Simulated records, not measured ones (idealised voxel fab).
A process module follows: voxel wiring stack.
FYI the section here is cut, 185 nm wide, cells are 5 nm squares.
This document writes a cross-section as a grid whose cells are square, and gives it as bands, listed from the top down; one or more rows of cells form a band. Top height, bottom height, nm. Materials left to right, width each, nm. Single material + "full width" = fills band edge to edge. "empty" = empty. Counting heights begins at 0, where everything beneath is, in the wafer as received, one material. The lowest band has no bottom; it goes on downwards, as "0 and below" shows. Width: "30->40" (first number = top row, second number = bottom row, same change from row to row of cells). Step note "no alteration" = no cross-section cell changed. Closed empty spaces (no open way to the top) of 8 cells or more are what "Unvented voids" lists, each as width x height at distance from the left edge, nm for all three. Step line, after settings: the simulator's comment on this step. Each step line may optionally specify "overlay nm", which for a step with a mask gives the rightward distance between the mask's planned place and where it lay, a negative value indicating the leftward direction.
### This section lists the process steps that were planned
step 1: RECEIVE with material Si
step 2: CONFORMAL_DEP with material SiO2, thk nm 10
step 3: DIRECTIONAL_DEP with material TiN, thk nm 5
step 4: DIRECTIONAL_DEP with material Ru, thk nm 25
step 5: MASKED_ETCH with tone cover, mask id METAL_1, width nm 20, pitch nm 45, etch materials Ru, depth nm 25, overlay nm 0
step 6: MASKED_ETCH with tone cover, mask id METAL_1, width nm 20, pitch nm 45, etch materials TiN, depth nm 5, overlay nm 0
step 7: CONFORMAL_DEP with material SiCN, thk nm 5
step 8: FILL_DEP with material SiO2, thk nm 10
step 9: CMP with height nm 40
step 10: CONFORMAL_DEP with material SiCN, thk nm 5
step 11: DIRECTIONAL_DEP with material SiO2, thk nm 15
step 12: MASKED_ETCH with tone open, mask id PLUG_1, width nm 15, pitch nm 45, etch materials SiO2, depth nm 15, overlay nm 0
step 13: MASKED_ETCH with tone open, mask id PLUG_1, width nm 15, pitch nm 45, etch materials SiCN, depth nm 5, overlay nm 0
step 14: EPI with material Ru, thk nm 10
step 15: EPI with material Ru, thk nm 10
step 16: DIRECTIONAL_DEP with material TiN, thk nm 5
step 17: DIRECTIONAL_DEP with material Ru, thk nm 20
step 18: DIRECTIONAL_DEP with material aC, thk nm 15
step 19: PATTERN with tone cover, mask id METAL_2, material resist, width nm 20, pitch nm 45, thk nm 30, overlay nm 0
step 20: DIRECTIONAL_ETCH with etch materials aC, depth nm 15
step 21: STRIP with etch materials resist
step 22: DIRECTIONAL_ETCH with etch materials Ru, depth nm 20
step 23: DIRECTIONAL_ETCH with etch materials TiN, depth nm 5
step 24: STRIP with etch materials aC
step 25: FILL_DEP with material lowk, thk nm 5
step 26: CMP with height nm 75
step 27: CONFORMAL_DEP with material SiCN, thk nm 5
For clarity, it should be stated that the wafers under discussion commence in an identical condition and differ with respect to the height nm of step 26, the plan indicating the value that the first wafer had.
### First wafer of several, as received: cross-section after step 1
> 0 and below | Si full width
> Unvented voids: none
### Row per wafer, end-of-module: cell gain (+)/loss (-) by material since the wafer came in, then closed voids
height nm 75, +120 Ru, +120 SiCN, +253 SiO2, +24 TiN, +75 lowk, Unvented voids: none
height nm 80, +132 Ru, +120 SiCN, +253 SiO2, +24 TiN, +100 lowk, Unvented voids: none
height nm 85, +144 Ru, +120 SiCN, +253 SiO2, +24 TiN, +125 lowk, Unvented voids: none
height nm 90, +144 Ru, +120 SiCN, +253 SiO2, +24 TiN, +162 lowk, Unvented voids: none
